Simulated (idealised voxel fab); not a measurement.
process module | voxel self aligned vias
cross-section cut | 185 nm wide | cells 5 nm
A cross-section is a grid of square cells, given in bands from the top down. A band is one or more rows of cells.
Each band's line starts with the height of the band's top and of its bottom, in nm. Then come its materials from left to right, each with its width in nm. One material with "throughout" fills the band from edge to edge. "air" is empty space.
Height 0 is the level under which the wafer as received is all one material. The lowest band goes on downwards, as in "0 down".
A width such as "30 to 40" changes by the same amount from each row of cells to the next, from the band's top row to its bottom row.
"no change" after a step means that no cell of the cross-section changed.
closed voids: empty space of 8 cells or more with no open way to the top, each as width x height at its distance from the left edge, in nm
after a step's settings: what the simulator itself notes on the step
overlay nm, on a step with a mask: how far to the right of its planned place the mask lay; to the left if negative
plan
1 op RECEIVE | material Si
2 op CONFORMAL_DEP | material SiO2 | thk nm 10
3 op CONFORMAL_DEP | material SiCN | thk nm 5
4 op DIRECTIONAL_DEP | material SiO2 | thk nm 25
5 op MASKED_ETCH | tone open | mask id LINES | width nm 25 | pitch nm 70 | etch materials SiO2 | depth nm 25 | overlay nm 0
6 op CONFORMAL_DEP | material TiN | thk nm 5
7 op FILL_DEP | material Ru | thk nm 10
8 op CMP | height nm 40
9 op SELECTIVE_ETCH | etch materials W Ru TiN | depth nm 5
10 op FILL_DEP | material SiN | thk nm 10
11 op CMP | height nm 40
12 op DIRECTIONAL_DEP | material SiO2 | thk nm 20
13 op DIRECTIONAL_DEP | material aC | thk nm 10
14 op PATTERN | tone open | mask id VIAS | material resist | width nm 45 | thk nm 30 | overlay nm 0
15 op DIRECTIONAL_ETCH | etch materials aC | depth nm 10
16 op STRIP | etch materials resist
17 op DIRECTIONAL_ETCH | etch materials SiO2 | depth nm 20
18 op DIRECTIONAL_ETCH | etch materials SiN | depth nm 5
19 op STRIP | etch materials aC
20 op CONFORMAL_DEP | material TiN | thk nm 5
21 op FILL_DEP | material Ru | thk nm 10
22 op CMP | height nm 60
23 op CONFORMAL_DEP | material SiCN | thk nm 5
first wafer, as planned
as received, after step 1
  0 down: Si throughout
  closed voids: none
after step 2
  10 to 0: SiO2 throughout
  below 0: unchanged
after step 3
  15 to 10: SiCN throughout
  below 10: unchanged
after step 4
  40 to 15: SiO2 throughout
  below 15: unchanged
after step 5
  40 to 15: SiO2 45 | air 25 | SiO2 45 | air 25 | SiO2 45
  below 15: unchanged
after step 6
  45 to 40: TiN 50 | air 15 | TiN 55 | air 15 | TiN 50
  40 to 20: SiO2 45 | TiN 5 | air 15 | TiN 5 | SiO2 45 | TiN 5 | air 15 | TiN 5 | SiO2 45
  20 to 15: SiO2 45 | TiN 25 | SiO2 45 | TiN 25 | SiO2 45
  below 15: unchanged
after step 7
  55 to 45: Ru throughout
  45 to 40: TiN 50 | Ru 15 | TiN 55 | Ru 15 | TiN 50
  40 to 20: SiO2 45 | TiN 5 | Ru 15 | TiN 5 | SiO2 45 | TiN 5 | Ru 15 | TiN 5 | SiO2 45
  below 20: unchanged
after step 8
  40 to 20: SiO2 45 | TiN 5 | Ru 15 | TiN 5 | SiO2 45 | TiN 5 | Ru 15 | TiN 5 | SiO2 45
  below 20: unchanged
after step 9
  40 to 35: SiO2 45 | air 25 | SiO2 45 | air 25 | SiO2 45
  below 35: unchanged
after step 10
  50 to 40: SiN throughout
  40 to 35: SiO2 45 | SiN 25 | SiO2 45 | SiN 25 | SiO2 45
  below 35: unchanged
after step 11
  40 to 35: SiO2 45 | SiN 25 | SiO2 45 | SiN 25 | SiO2 45
  below 35: unchanged
after step 12
  60 to 40: SiO2 throughout
  below 40: unchanged
after step 13
  70 to 60: aC throughout
  below 60: unchanged
after step 14
  100 to 70: resist 35 | air 45 | resist 105
  below 70: unchanged
after step 15
  90 to 70: resist 35 | air 45 | resist 105
  70 to 60: aC 35 | air 45 | aC 105
  below 60: unchanged
after step 16
  70 to 60: aC 35 | air 45 | aC 105
  below 60: unchanged
after step 17
  70 to 60: aC 35 | air 45 | aC 105
  60 to 40: SiO2 35 | air 45 | SiO2 105
  below 40: unchanged
after step 18
  70 to 60: aC 35 | air 45 | aC 105
  60 to 40: SiO2 35 | air 45 | SiO2 105
  40 to 35: SiO2 45 | air 25 | SiO2 45 | SiN 25 | SiO2 45
  below 35: unchanged
after step 19
  60 to 40: SiO2 35 | air 45 | SiO2 105
  below 40: unchanged
after step 20
  65 to 60: TiN 40 | air 35 | TiN 110
  60 to 45: SiO2 35 | TiN 5 | air 35 | TiN 5 | SiO2 105
  45 to 40: SiO2 35 | TiN 15 | air 15 | TiN 15 | SiO2 105
  40 to 35: SiO2 45 | TiN 25 | SiO2 45 | SiN 25 | SiO2 45
  below 35: unchanged
after step 21
  75 to 65: Ru throughout
  65 to 60: TiN 40 | Ru 35 | TiN 110
  60 to 45: SiO2 35 | TiN 5 | Ru 35 | TiN 5 | SiO2 105
  45 to 40: SiO2 35 | TiN 15 | Ru 15 | TiN 15 | SiO2 105
  below 40: unchanged
after step 22
  60 to 45: SiO2 35 | TiN 5 | Ru 35 | TiN 5 | SiO2 105
  below 45: unchanged
after step 23
  65 to 60: SiCN throughout
  below 60: unchanged
second wafer: like start, like plan, one mistake. Through step 4 it matches the first wafer
when step 5 should have ended
  40 to 15: air 45 | SiO2 25 | air 45 | SiO2 25 | air 45
  below 15: unchanged
when step 6 should have ended
  45 to 40: air 40 | TiN 35 | air 35 | TiN 35 | air 40
  40 to 20: air 40 | TiN 5 | SiO2 25 | TiN 5 | air 35 | TiN 5 | SiO2 25 | TiN 5 | air 40
  20 to 15: TiN 45 | SiO2 25 | TiN 45 | SiO2 25 | TiN 45
  below 15: unchanged
when step 7 should have ended
  55 to 45: Ru throughout
  45 to 40: Ru 40 | TiN 35 | Ru 35 | TiN 35 | Ru 40
  40 to 20: Ru 40 | TiN 5 | SiO2 25 | TiN 5 | Ru 35 | TiN 5 | SiO2 25 | TiN 5 | Ru 40
  below 20: unchanged
when step 8 should have ended
  40 to 20: Ru 40 | TiN 5 | SiO2 25 | TiN 5 | Ru 35 | TiN 5 | SiO2 25 | TiN 5 | Ru 40
  below 20: unchanged
when step 9 should have ended
  40 to 35: air 45 | SiO2 25 | air 45 | SiO2 25 | air 45
  below 35: unchanged
when step 10 should have ended
  50 to 40: SiN throughout
  40 to 35: SiN 45 | SiO2 25 | SiN 45 | SiO2 25 | SiN 45
  below 35: unchanged
when step 11 should have ended
  40 to 35: SiN 45 | SiO2 25 | SiN 45 | SiO2 25 | SiN 45
  below 35: unchanged
when step 12 should have ended
  60 to 40: SiO2 throughout
  below 40: unchanged
when step 13 should have ended
  70 to 60: aC throughout
  below 60: unchanged
when step 14 should have ended
  100 to 70: resist 35 | air 45 | resist 105
  below 70: unchanged
when step 15 should have ended
  90 to 70: resist 35 | air 45 | resist 105
  70 to 60: aC 35 | air 45 | aC 105
  below 60: unchanged
when step 16 should have ended
  70 to 60: aC 35 | air 45 | aC 105
  below 60: unchanged
when step 17 should have ended
  70 to 60: aC 35 | air 45 | aC 105
  60 to 40: SiO2 35 | air 45 | SiO2 105
  below 40: unchanged
when step 18 should have ended
  70 to 60: aC 35 | air 45 | aC 105
  60 to 40: SiO2 35 | air 45 | SiO2 105
  40 to 35: SiN 35 | air 10 | SiO2 25 | air 10 | SiN 35 | SiO2 25 | SiN 45
  below 35: unchanged
when step 19 should have ended
  60 to 40: SiO2 35 | air 45 | SiO2 105
  below 40: unchanged
when step 20 should have ended
  65 to 60: TiN 40 | air 35 | TiN 110
  60 to 45: SiO2 35 | TiN 5 | air 35 | TiN 5 | SiO2 105
  45 to 40: SiO2 35 | TiN 45 | SiO2 105
  40 to 35: SiN 35 | TiN 10 | SiO2 25 | TiN 10 | SiN 35 | SiO2 25 | SiN 45
  below 35: unchanged
when step 21 should have ended
  75 to 65: Ru throughout
  65 to 60: TiN 40 | Ru 35 | TiN 110
  60 to 45: SiO2 35 | TiN 5 | Ru 35 | TiN 5 | SiO2 105
  below 45: unchanged
when step 22 should have ended
  60 to 45: SiO2 35 | TiN 5 | Ru 35 | TiN 5 | SiO2 105
  below 45: unchanged
when step 23 should have ended
  65 to 60: SiCN throughout
  below 60: unchanged
what went wrong: step 5 ran as: op MASKED_ETCH | tone cover | mask id LINES | width nm 25 | pitch nm 70 | etch materials SiO2 | depth nm 25 | overlay nm 0
at the end the second wafer has, in cells: 48 more of Ru | 18 more of SiN | 85 fewer of SiO2 | 19 more of TiN
